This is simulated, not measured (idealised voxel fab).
process module | voxel gate over fins
cross-section cut | 220 nm wide | cells 5 nm
A cross-section is a grid of square cells, given in bands from the top down. A band is one or more rows of cells.
Each band's line starts with the height of the band's top and of its bottom, in nm. Then come its materials from left to right, each with its width in nm. One material with "throughout" fills the band from edge to edge. "air" is empty space.
Height 0 is the level under which the wafer as received is all one material. The lowest band goes on downwards, as in "0 down".
A width such as "30 to 40" changes by the same amount from each row of cells to the next, from the band's top row to its bottom row.
"no change" after a step means that no cell of the cross-section changed.
closed voids: empty space of 8 cells or more with no open way to the top, each as width x height at its distance from the left edge, in nm
after a step's settings: what the simulator itself notes on the step
overlay nm, on a step with a mask: how far to the right of its planned place the mask lay; to the left if negative
plan
1 op RECEIVE | material Si
2 op CONFORMAL_DEP | material SiN | thk nm 5
3 op DIRECTIONAL_DEP | material aC | thk nm 10
4 op PATTERN | tone cover | mask id FINS | material resist | width nm 15 | pitch nm 40 | thk nm 25 | overlay nm 0
5 op DIRECTIONAL_ETCH | etch materials aC | depth nm 10
6 op STRIP | etch materials resist
7 op DIRECTIONAL_ETCH | etch materials SiN | depth nm 5
8 op DIRECTIONAL_ETCH | etch materials Si | depth nm 40
9 op STRIP | etch materials aC
10 op OXIDIZE | depth nm 5
11 op FILL_DEP | material SiO2 | thk nm 5
12 op CMP | height nm 5
13 op SELECTIVE_ETCH | etch materials SiO2 | depth nm 15
14 op STRIP | etch materials SiN
15 op CONFORMAL_DEP | material HfO2 | thk nm 5
16 op CONFORMAL_DEP | material TiN | thk nm 5
17 op CONFORMAL_DEP | material TiAl | thk nm 5
18 op CONFORMAL_DEP | material TiN | thk nm 5
19 op FILL_DEP | material W | thk nm 10
20 op CMP | height nm 25
21 op CONFORMAL_DEP | material SiCN | thk nm 10
first wafer, as planned
as received, after step 1
  0 down: Si throughout
  closed voids: none
after step 2
  5 to 0: SiN throughout
  below 0: unchanged
after step 3
  15 to 5: aC throughout
  below 5: unchanged
after step 4
  40 to 15: air 40 | resist 15 | air 25 | resist 15 | air 25 | resist 15 | air 25 | resist 15 | air 45
  below 15: unchanged
after step 5
  30 to 15: air 40 | resist 15 | air 25 | resist 15 | air 25 | resist 15 | air 25 | resist 15 | air 45
  15 to 5: air 40 | aC 15 | air 25 | aC 15 | air 25 | aC 15 | air 25 | aC 15 | air 45
  below 5: unchanged
after step 6
  15 to 5: air 40 | aC 15 | air 25 | aC 15 | air 25 | aC 15 | air 25 | aC 15 | air 45
  below 5: unchanged
after step 7
  15 to 5: air 40 | aC 15 | air 25 | aC 15 | air 25 | aC 15 | air 25 | aC 15 | air 45
  5 to 0: air 40 | SiN 15 | air 25 | SiN 15 | air 25 | SiN 15 | air 25 | SiN 15 | air 45
  below 0: unchanged
after step 8
  15 to 5: air 40 | aC 15 | air 25 | aC 15 | air 25 | aC 15 | air 25 | aC 15 | air 45
  5 to 0: air 40 | SiN 15 | air 25 | SiN 15 | air 25 | SiN 15 | air 25 | SiN 15 | air 45
  0 to -40: air 40 | Si 15 | air 25 | Si 15 | air 25 | Si 15 | air 25 | Si 15 | air 45
  below -40: unchanged
after step 9
  5 to 0: air 40 | SiN 15 | air 25 | SiN 15 | air 25 | SiN 15 | air 25 | SiN 15 | air 45
  below 0: unchanged
after step 10
  5 to 0: air 40 | SiN 15 | air 25 | SiN 15 | air 25 | SiN 15 | air 25 | SiN 15 | air 45
  0 to -40: air 40 | SiO2 5 | Si 5 | SiO2 5 | air 25 | SiO2 5 | Si 5 | SiO2 5 | air 25 | SiO2 5 | Si 5 | SiO2 5 | air 25 | SiO2 5 | Si 5 | SiO2 5 | air 45
  -40 to -45: SiO2 45 | Si 5 | SiO2 35 | Si 5 | SiO2 35 | Si 5 | SiO2 35 | Si 5 | SiO2 50
  below -45: unchanged
after step 11
  10 to 5: SiO2 throughout
  5 to 0: SiO2 40 | SiN 15 | SiO2 25 | SiN 15 | SiO2 25 | SiN 15 | SiO2 25 | SiN 15 | SiO2 45
  0 to -45: SiO2 45 | Si 5 | SiO2 35 | Si 5 | SiO2 35 | Si 5 | SiO2 35 | Si 5 | SiO2 50
  below -45: unchanged
after step 12
  5 to 0: SiO2 40 | SiN 15 | SiO2 25 | SiN 15 | SiO2 25 | SiN 15 | SiO2 25 | SiN 15 | SiO2 45
  below 0: unchanged
after step 13
  5 to 0: air 40 | SiN 15 | air 25 | SiN 15 | air 25 | SiN 15 | air 25 | SiN 15 | air 45
  0 to -10: air 45 | Si 5 | air 35 | Si 5 | air 35 | Si 5 | air 35 | Si 5 | air 50
  below -10: unchanged
after step 14
  0 to -10: air 45 | Si 5 | air 35 | Si 5 | air 35 | Si 5 | air 35 | Si 5 | air 50
  below -10: unchanged
after step 15
  5 to 0: air 40 | HfO2 15 | air 25 | HfO2 15 | air 25 | HfO2 15 | air 25 | HfO2 15 | air 45
  0 to -5: air 40 | HfO2 5 | Si 5 | HfO2 5 | air 25 | HfO2 5 | Si 5 | HfO2 5 | air 25 | HfO2 5 | Si 5 | HfO2 5 | air 25 | HfO2 5 | Si 5 | HfO2 5 | air 45
  -5 to -10: HfO2 45 | Si 5 | HfO2 35 | Si 5 | HfO2 35 | Si 5 | HfO2 35 | Si 5 | HfO2 50
  below -10: unchanged
after step 16
  10 to 5: air 35 | TiN 25 | air 15 | TiN 25 | air 15 | TiN 25 | air 15 | TiN 25 | air 40
  5 to 0: air 35 | TiN 5 | HfO2 15 | TiN 5 | air 15 | TiN 5 | HfO2 15 | TiN 5 | air 15 | TiN 5 | HfO2 15 | TiN 5 | air 15 | TiN 5 | HfO2 15 | TiN 5 | air 40
  0 to -5: TiN 40 | HfO2 5 | Si 5 | HfO2 5 | TiN 25 | HfO2 5 | Si 5 | HfO2 5 | TiN 25 | HfO2 5 | Si 5 | HfO2 5 | TiN 25 | HfO2 5 | Si 5 | HfO2 5 | TiN 45
  below -5: unchanged
after step 17
  15 to 10: air 30 | TiAl 35 | air 5 | TiAl 35 | air 5 | TiAl 35 | air 5 | TiAl 35 | air 35
  10 to 5: air 30 | TiAl 5 | TiN 25 | TiAl 5 | air 5 | TiAl 5 | TiN 25 | TiAl 5 | air 5 | TiAl 5 | TiN 25 | TiAl 5 | air 5 | TiAl 5 | TiN 25 | TiAl 5 | air 35
  5 to 0: TiAl 35 | TiN 5 | HfO2 15 | TiN 5 | TiAl 15 | TiN 5 | HfO2 15 | TiN 5 | TiAl 15 | TiN 5 | HfO2 15 | TiN 5 | TiAl 15 | TiN 5 | HfO2 15 | TiN 5 | TiAl 40
  below 0: unchanged
after step 18
  20 to 15: air 25 | TiN 165 | air 30
  15 to 10: air 25 | TiN 5 | TiAl 35 | TiN 5 | TiAl 35 | TiN 5 | TiAl 35 | TiN 5 | TiAl 35 | TiN 5 | air 30
  10 to 5: TiN 30 | TiAl 5 | TiN 25 | TiAl 5 | TiN 5 | TiAl 5 | TiN 25 | TiAl 5 | TiN 5 | TiAl 5 | TiN 25 | TiAl 5 | TiN 5 | TiAl 5 | TiN 25 | TiAl 5 | TiN 35
  below 5: unchanged
after step 19
  30 to 20: W throughout
  20 to 15: W 25 | TiN 165 | W 30
  15 to 10: W 25 | TiN 5 | TiAl 35 | TiN 5 | TiAl 35 | TiN 5 | TiAl 35 | TiN 5 | TiAl 35 | TiN 5 | W 30
  below 10: unchanged
after step 20
  25 to 20: W throughout
  below 20: unchanged
after step 21
  35 to 25: SiCN throughout
  below 25: unchanged
second wafer: like start, like plan, one mistake. Through step 3 it matches the first wafer
when step 4 should have ended
  40 to 15: air 50 | resist 15 | air 25 | resist 15 | air 25 | resist 15 | air 25 | resist 15 | air 35
  below 15: unchanged
when step 5 should have ended
  30 to 15: air 50 | resist 15 | air 25 | resist 15 | air 25 | resist 15 | air 25 | resist 15 | air 35
  15 to 5: air 50 | aC 15 | air 25 | aC 15 | air 25 | aC 15 | air 25 | aC 15 | air 35
  below 5: unchanged
when step 6 should have ended
  15 to 5: air 50 | aC 15 | air 25 | aC 15 | air 25 | aC 15 | air 25 | aC 15 | air 35
  below 5: unchanged
when step 7 should have ended
  15 to 5: air 50 | aC 15 | air 25 | aC 15 | air 25 | aC 15 | air 25 | aC 15 | air 35
  5 to 0: air 50 | SiN 15 | air 25 | SiN 15 | air 25 | SiN 15 | air 25 | SiN 15 | air 35
  below 0: unchanged
when step 8 should have ended
  15 to 5: air 50 | aC 15 | air 25 | aC 15 | air 25 | aC 15 | air 25 | aC 15 | air 35
  5 to 0: air 50 | SiN 15 | air 25 | SiN 15 | air 25 | SiN 15 | air 25 | SiN 15 | air 35
  0 to -40: air 50 | Si 15 | air 25 | Si 15 | air 25 | Si 15 | air 25 | Si 15 | air 35
  below -40: unchanged
when step 9 should have ended
  5 to 0: air 50 | SiN 15 | air 25 | SiN 15 | air 25 | SiN 15 | air 25 | SiN 15 | air 35
  below 0: unchanged
when step 10 should have ended
  5 to 0: air 50 | SiN 15 | air 25 | SiN 15 | air 25 | SiN 15 | air 25 | SiN 15 | air 35
  0 to -40: air 50 | SiO2 5 | Si 5 | SiO2 5 | air 25 | SiO2 5 | Si 5 | SiO2 5 | air 25 | SiO2 5 | Si 5 | SiO2 5 | air 25 | SiO2 5 | Si 5 | SiO2 5 | air 35
  -40 to -45: SiO2 55 | Si 5 | SiO2 35 | Si 5 | SiO2 35 | Si 5 | SiO2 35 | Si 5 | SiO2 40
  below -45: unchanged
when step 11 should have ended
  10 to 5: SiO2 throughout
  5 to 0: SiO2 50 | SiN 15 | SiO2 25 | SiN 15 | SiO2 25 | SiN 15 | SiO2 25 | SiN 15 | SiO2 35
  0 to -45: SiO2 55 | Si 5 | SiO2 35 | Si 5 | SiO2 35 | Si 5 | SiO2 35 | Si 5 | SiO2 40
  below -45: unchanged
when step 12 should have ended
  5 to 0: SiO2 50 | SiN 15 | SiO2 25 | SiN 15 | SiO2 25 | SiN 15 | SiO2 25 | SiN 15 | SiO2 35
  below 0: unchanged
when step 13 should have ended
  5 to 0: air 50 | SiN 15 | air 25 | SiN 15 | air 25 | SiN 15 | air 25 | SiN 15 | air 35
  0 to -10: air 55 | Si 5 | air 35 | Si 5 | air 35 | Si 5 | air 35 | Si 5 | air 40
  below -10: unchanged
when step 14 should have ended
  0 to -10: air 55 | Si 5 | air 35 | Si 5 | air 35 | Si 5 | air 35 | Si 5 | air 40
  below -10: unchanged
when step 15 should have ended
  5 to 0: air 50 | HfO2 15 | air 25 | HfO2 15 | air 25 | HfO2 15 | air 25 | HfO2 15 | air 35
  0 to -5: air 50 | HfO2 5 | Si 5 | HfO2 5 | air 25 | HfO2 5 | Si 5 | HfO2 5 | air 25 | HfO2 5 | Si 5 | HfO2 5 | air 25 | HfO2 5 | Si 5 | HfO2 5 | air 35
  -5 to -10: HfO2 55 | Si 5 | HfO2 35 | Si 5 | HfO2 35 | Si 5 | HfO2 35 | Si 5 | HfO2 40
  below -10: unchanged
when step 16 should have ended
  10 to 5: air 45 | TiN 25 | air 15 | TiN 25 | air 15 | TiN 25 | air 15 | TiN 25 | air 30
  5 to 0: air 45 | TiN 5 | HfO2 15 | TiN 5 | air 15 | TiN 5 | HfO2 15 | TiN 5 | air 15 | TiN 5 | HfO2 15 | TiN 5 | air 15 | TiN 5 | HfO2 15 | TiN 5 | air 30
  0 to -5: TiN 50 | HfO2 5 | Si 5 | HfO2 5 | TiN 25 | HfO2 5 | Si 5 | HfO2 5 | TiN 25 | HfO2 5 | Si 5 | HfO2 5 | TiN 25 | HfO2 5 | Si 5 | HfO2 5 | TiN 35
  below -5: unchanged
when step 17 should have ended
  15 to 10: air 40 | TiAl 35 | air 5 | TiAl 35 | air 5 | TiAl 35 | air 5 | TiAl 35 | air 25
  10 to 5: air 40 | TiAl 5 | TiN 25 | TiAl 5 | air 5 | TiAl 5 | TiN 25 | TiAl 5 | air 5 | TiAl 5 | TiN 25 | TiAl 5 | air 5 | TiAl 5 | TiN 25 | TiAl 5 | air 25
  5 to 0: TiAl 45 | TiN 5 | HfO2 15 | TiN 5 | TiAl 15 | TiN 5 | HfO2 15 | TiN 5 | TiAl 15 | TiN 5 | HfO2 15 | TiN 5 | TiAl 15 | TiN 5 | HfO2 15 | TiN 5 | TiAl 30
  below 0: unchanged
when step 18 should have ended
  20 to 15: air 35 | TiN 165 | air 20
  15 to 10: air 35 | TiN 5 | TiAl 35 | TiN 5 | TiAl 35 | TiN 5 | TiAl 35 | TiN 5 | TiAl 35 | TiN 5 | air 20
  10 to 5: TiN 40 | TiAl 5 | TiN 25 | TiAl 5 | TiN 5 | TiAl 5 | TiN 25 | TiAl 5 | TiN 5 | TiAl 5 | TiN 25 | TiAl 5 | TiN 5 | TiAl 5 | TiN 25 | TiAl 5 | TiN 25
  below 5: unchanged
when step 19 should have ended
  30 to 20: W throughout
  20 to 15: W 35 | TiN 165 | W 20
  15 to 10: W 35 | TiN 5 | TiAl 35 | TiN 5 | TiAl 35 | TiN 5 | TiAl 35 | TiN 5 | TiAl 35 | TiN 5 | W 20
  below 10: unchanged
when step 20 should have ended
  25 to 20: W throughout
  below 20: unchanged
when step 21 should have ended
  35 to 25: SiCN throughout
  below 25: unchanged
what went wrong: step 4 ran as: op PATTERN | tone cover | mask id FINS | material resist | width nm 15 | pitch nm 40 | thk nm 25 | overlay nm 10
at the end the second wafer has, in cells: as many of each material as the first, in other places
